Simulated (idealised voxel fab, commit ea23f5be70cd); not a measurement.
Process module name: voxel wiring stack
In the cross-section labelled cut, the width is 225 nm and each square cell is 5 nm.
Cross-section layout: square cells on a grid; listed as bands, top to bottom; a band spans one or more cell rows.
The entry gives the band's vertical extent as a top height and a bottom height in nm, then its horizontal make-up as materials from left to right, each with a width in nm. "empty" stands for empty space; a single material marked "all across" fills the band edge to edge.
For the purposes of this specification, 0 denotes the height below which the wafer in its as-received condition is composed wholly of one material, and the lowermost band, lacking a lower limit, extends downward without end, as expressed in "0 down".
Width "30 to 40": first value at the band's top row of cells, second value at its bottom row, equal change from row to row.
A step reported as "no modifications" is a step in which no cell of the cross-section changed.
So "Trapped cavities" is basically the list of trapped voids: any empty space of 8 cells or more that can't reach the top through an opening. They're written width x height at distance, the distance being from the left edge, and it's all nm.
Heads up: the bit after the settings on a step's line is the simulator's remark on that step.
"overlay nm" denotes, for a step that has a mask, the displacement of the mask to the right of its planned place, with negative values corresponding to the left.
Planned step list for the process
1) op RECEIVE | material Si
2) op CONFORMAL_DEP | material SiO2 | thk nm 15
3) op CONFORMAL_DEP | material SiCN | thk nm 5
4) op DIRECTIONAL_DEP | material SiO2 | thk nm 25
5) op PATTERN | tone open | mask id METAL_1 | material resist | width nm 25 | pitch nm 45 | thk nm 15 | overlay nm 0
6) op DIRECTIONAL_ETCH | etch materials SiO2 | depth nm 25
7) op DIRECTIONAL_ETCH | etch materials SiCN | depth nm 5
8) op STRIP | etch materials resist
9) op CONFORMAL_DEP | material TiN | thk nm 5
10) op FILL_DEP | material W | thk nm 5
11) op CMP | height nm 45
12) op CONFORMAL_DEP | material SiCN | thk nm 5
13) op DIRECTIONAL_DEP | material lowk | thk nm 25
14) op PATTERN | tone open | mask id METAL_2 | material resist | width nm 25 | pitch nm 45 | thk nm 15 | overlay nm 0
15) op DIRECTIONAL_ETCH | etch materials lowk | depth nm 15
16) op STRIP | etch materials resist
17) op PATTERN | tone open | mask id METAL_2_HOLES | material resist | width nm 15 | pitch nm 45 | thk nm 15 | overlay nm 0
18) op DIRECTIONAL_ETCH | etch materials lowk | depth nm 10
19) op DIRECTIONAL_ETCH | etch materials SiCN | depth nm 5
20) op STRIP | etch materials resist
21) op CONFORMAL_DEP | material TiN | thk nm 5
22) op FILL_DEP | material Cu | thk nm 5
23) op CMP | height nm 75
24) op CONFORMAL_DEP | material SiCN | thk nm 5
25) op DIRECTIONAL_DEP | material SiO2 | thk nm 15
26) op PATTERN | tone open | mask id PLUG_2 | material resist | width nm 15 | pitch nm 90 | thk nm 15 | overlay nm 0
27) op DIRECTIONAL_ETCH | etch materials SiO2 | depth nm 15
28) op DIRECTIONAL_ETCH | etch materials SiCN | depth nm 5
29) op STRIP | etch materials resist
30) op CONFORMAL_DEP | material TiN | thk nm 5
31) op FILL_DEP | material Cu | thk nm 5
32) op CMP | height nm 95
33) op DIRECTIONAL_DEP | material TiN | thk nm 5
34) op DIRECTIONAL_DEP | material W | thk nm 20
35) op DIRECTIONAL_DEP | material aC | thk nm 10
36) op PATTERN | tone cover | mask id METAL_3 | material resist | width nm 25 | pitch nm 45 | thk nm 25 | overlay nm 0
37) op DIRECTIONAL_ETCH | etch materials aC | depth nm 10
38) op STRIP | etch materials resist
39) op DIRECTIONAL_ETCH | etch materials W | depth nm 20
40) op DIRECTIONAL_ETCH | etch materials TiN | depth nm 5
41) op STRIP | etch materials aC
42) op CONFORMAL_DEP | material SiCN | thk nm 5
43) op FILL_DEP | material SiO2 | thk nm 10
44) op CMP | height nm 120
45) op CONFORMAL_DEP | material SiCN | thk nm 5
46) op DIRECTIONAL_DEP | material lowk | thk nm 25
47) op PATTERN | tone open | mask id METAL_4 | material resist | width nm 25 | pitch nm 45 | thk nm 15 | overlay nm 0
48) op DIRECTIONAL_ETCH | etch materials lowk | depth nm 15
49) op STRIP | etch materials resist
50) op DIRECTIONAL_DEP | material aC | thk nm 10
51) op PATTERN | tone open | mask id METAL_4_HOLES | material resist | width nm 15 | pitch nm 45 | thk nm 30 | overlay nm 0
52) op DIRECTIONAL_ETCH | etch materials aC | depth nm 10
53) op STRIP | etch materials resist
54) op DIRECTIONAL_ETCH | etch materials lowk | depth nm 10
55) op DIRECTIONAL_ETCH | etch materials SiCN | depth nm 5
56) op STRIP | etch materials aC
57) op CONFORMAL_DEP | material TiN | thk nm 5
58) op FILL_DEP | material Ru | thk nm 10
59) op CMP | height nm 150
60) op CONFORMAL_DEP | material SiCN | thk nm 5
Cross-section of the incoming wafer, state after step 1
    0 down: Si all across
    Trapped cavities: none
Module complete - cross-section of the first of two wafers, run according to plan
    155 to 150: SiCN all across
    150 to 140: 30 lowk  5 TiN  15 Ru  5 TiN  20 lowk  5 TiN  15 Ru  5 TiN  20 lowk  5 TiN  15 Ru  5 TiN  20 lowk  5 TiN  15 Ru  5 TiN  35 lowk
    140 to 135: 30 lowk  5 TiN  5 Ru  15 TiN  20 lowk  5 TiN  5 Ru  15 TiN  20 lowk  5 TiN  5 Ru  15 TiN  20 lowk  5 TiN  5 Ru  15 TiN  35 lowk
    135 to 125: 30 lowk  5 TiN  5 Ru  5 TiN  30 lowk  5 TiN  5 Ru  5 TiN  30 lowk  5 TiN  5 Ru  5 TiN  30 lowk  5 TiN  5 Ru  5 TiN  45 lowk
    125 to 120: 30 SiCN  15 TiN  30 SiCN  15 TiN  30 SiCN  15 TiN  30 SiCN  15 TiN  45 SiCN
    120 to 100: 25 SiO2  5 SiCN  25 W  5 SiCN  10 SiO2  5 SiCN  25 W  5 SiCN  10 SiO2  5 SiCN  25 W  5 SiCN  10 SiO2  5 SiCN  25 W  5 SiCN  30 SiO2
    100 to 95: 30 SiCN  25 TiN  20 SiCN  25 TiN  20 SiCN  25 TiN  20 SiCN  25 TiN  35 SiCN
    95 to 80: 30 SiO2  5 TiN  5 Cu  5 TiN  75 SiO2  5 TiN  5 Cu  5 TiN  90 SiO2
    80 to 75: 30 SiCN  15 TiN  75 SiCN  15 TiN  90 SiCN
    75 to 65: 30 lowk  5 TiN  15 Cu  5 TiN  20 lowk  5 TiN  15 Cu  5 TiN  20 lowk  5 TiN  15 Cu  5 TiN  20 lowk  5 TiN  15 Cu  5 TiN  35 lowk
    65 to 60: 30 lowk  5 TiN  5 Cu  15 TiN  20 lowk  5 TiN  5 Cu  15 TiN  20 lowk  5 TiN  5 Cu  15 TiN  20 lowk  5 TiN  5 Cu  15 TiN  35 lowk
    60 to 50: 30 lowk  5 TiN  5 Cu  5 TiN  30 lowk  5 TiN  5 Cu  5 TiN  30 lowk  5 TiN  5 Cu  5 TiN  30 lowk  5 TiN  5 Cu  5 TiN  45 lowk
    50 to 45: 30 SiCN  15 TiN  30 SiCN  15 TiN  30 SiCN  15 TiN  30 SiCN  15 TiN  45 SiCN
    45 to 20: 30 SiO2  5 TiN  15 W  5 TiN  20 SiO2  5 TiN  15 W  5 TiN  20 SiO2  5 TiN  15 W  5 TiN  20 SiO2  5 TiN  15 W  5 TiN  35 SiO2
    20 to 15: 30 SiCN  25 TiN  20 SiCN  25 TiN  20 SiCN  25 TiN  20 SiCN  25 TiN  35 SiCN
    15 to 0: SiO2 all across
    0 down: Si all across
    Trapped cavities: none
Wafer two, sectioned after the module: the first wafer's start, the first wafer's plan, and one mistake in how it was run
    155 to 150: SiCN all across
    150 to 140: 40 to 25 Ru  5 to 20 TiN  10 lowk  5 TiN  25 to 10 Ru  5 to 20 TiN  10 lowk  5 TiN  25 to 10 Ru  5 to 20 TiN  10 lowk  5 TiN  25 to 10 Ru  5 to 20 TiN  10 lowk  5 TiN  30 Ru
    140 to 135: 30 TiN  25 lowk  20 TiN  25 lowk  20 TiN  25 lowk  20 TiN  25 lowk  35 TiN
    135 to 125: lowk all across
    125 to 120: SiCN all across
    120 to 100: 25 SiO2  5 SiCN  25 W  5 SiCN  10 SiO2  5 SiCN  25 W  5 SiCN  10 SiO2  5 SiCN  25 W  5 SiCN  10 SiO2  5 SiCN  25 W  5 SiCN  30 SiO2
    100 to 95: 30 SiCN  25 TiN  20 SiCN  25 TiN  20 SiCN  25 TiN  20 SiCN  25 TiN  35 SiCN
    95 to 80: 30 SiO2  5 TiN  5 Cu  5 TiN  75 SiO2  5 TiN  5 Cu  5 TiN  90 SiO2
    80 to 75: 30 SiCN  15 TiN  75 SiCN  15 TiN  90 SiCN
    75 to 65: 30 lowk  5 TiN  15 Cu  5 TiN  20 lowk  5 TiN  15 Cu  5 TiN  20 lowk  5 TiN  15 Cu  5 TiN  20 lowk  5 TiN  15 Cu  5 TiN  35 lowk
    65 to 60: 30 lowk  5 TiN  5 Cu  15 TiN  20 lowk  5 TiN  5 Cu  15 TiN  20 lowk  5 TiN  5 Cu  15 TiN  20 lowk  5 TiN  5 Cu  15 TiN  35 lowk
    60 to 50: 30 lowk  5 TiN  5 Cu  5 TiN  30 lowk  5 TiN  5 Cu  5 TiN  30 lowk  5 TiN  5 Cu  5 TiN  30 lowk  5 TiN  5 Cu  5 TiN  45 lowk
    50 to 45: 30 SiCN  15 TiN  30 SiCN  15 TiN  30 SiCN  15 TiN  30 SiCN  15 TiN  45 SiCN
    45 to 20: 30 SiO2  5 TiN  15 W  5 TiN  20 SiO2  5 TiN  15 W  5 TiN  20 SiO2  5 TiN  15 W  5 TiN  20 SiO2  5 TiN  15 W  5 TiN  35 SiO2
    20 to 15: 30 SiCN  25 TiN  20 SiCN  25 TiN  20 SiCN  25 TiN  20 SiCN  25 TiN  35 SiCN
    15 to 0: SiO2 all across
    0 down: Si all across
    Trapped cavities: none
It is concluded that the wafer was processed incorrectly with respect to the plan, in that step 47 was run on a setting that differed from the plan, and what really ran there is op PATTERN | tone cover | mask id METAL_4 | material resist | width nm 25 | pitch nm 45 | thk nm 15 | overlay nm 0
Final wafer comparison in cells, second versus first, more or fewer per material: Ru +10; SiCN +12; TiN -7; lowk -15
